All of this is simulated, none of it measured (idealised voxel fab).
process module | voxel released beams
cross-section cut | 220 nm wide | cells 5 nm
A cross-section is a grid of square cells, given in bands from the top down. A band is one or more rows of cells.
Each band's line starts with the height of the band's top and of its bottom, in nm. Then come its materials from left to right, each with its width in nm. One material with "throughout" fills the band from edge to edge. "air" is empty space.
Height 0 is the level under which the wafer as received is all one material. The lowest band goes on downwards, as in "0 down".
A width such as "30 to 40" changes by the same amount from each row of cells to the next, from the band's top row to its bottom row.
"no change" after a step means that no cell of the cross-section changed.
closed voids: empty space of 8 cells or more with no open way to the top, each as width x height at its distance from the left edge, in nm
after a step's settings: what the simulator itself notes on the step
overlay nm, on a step with a mask: how far to the right of its planned place the mask lay; to the left if negative
plan
1 op RECEIVE | material Si
2 op CONFORMAL_DEP | material SiN | thk nm 5
3 op DIRECTIONAL_DEP | material SiO2 | thk nm 10
4 op MASKED_ETCH | tone open | mask id ANCHOR | width nm 25 | etch materials SiO2 | depth nm 10 | overlay nm 0
5 op CONFORMAL_DEP | material polySi | thk nm 10
6 op MASKED_ETCH | tone cover | mask id BEAM | width nm 95 | etch materials polySi | depth nm 10 | overlay nm 0
7 op STRIP | etch materials SiO2
first wafer, as planned
as received, after step 1
  0 down: Si throughout
  closed voids: none
after step 2
  5 to 0: SiN throughout
  below 0: unchanged
after step 3
  15 to 5: SiO2 throughout
  below 5: unchanged
after step 4
  15 to 5: SiO2 65 | air 25 | SiO2 130
  below 5: unchanged
after step 5
  25 to 15: polySi 75 | air 5 | polySi 140
  15 to 5: SiO2 65 | polySi 25 | SiO2 130
  below 5: unchanged
after step 6
  25 to 15: air 60 | polySi 15 | air 5 | polySi 75 | air 65
  below 15: unchanged
after step 7
  25 to 15: air 60 | polySi 15 | air 5 | polySi 75 | air 65
  15 to 5: air 65 | polySi 25 | air 130
  below 5: unchanged
second wafer: like start, like plan, one mistake. Through step 1 it matches the first wafer
when step 2 should have ended: no change
when step 3 should have ended
  10 to 0: SiO2 throughout
  below 0: unchanged
when step 4 should have ended
  10 to 0: SiO2 65 | air 25 | SiO2 130
  below 0: unchanged
when step 5 should have ended
  20 to 10: polySi 75 | air 5 | polySi 140
  10 to 0: SiO2 65 | polySi 25 | SiO2 130
  below 0: unchanged
when step 6 should have ended
  20 to 10: air 60 | polySi 15 | air 5 | polySi 75 | air 65
  below 10: unchanged
when step 7 should have ended
  20 to 10: air 60 | polySi 15 | air 5 | polySi 75 | air 65
  10 to 0: air 65 | polySi 25 | air 130
  below 0: unchanged
what went wrong: step 2 was left out
at the end the second wafer has, in cells: 44 fewer of SiN
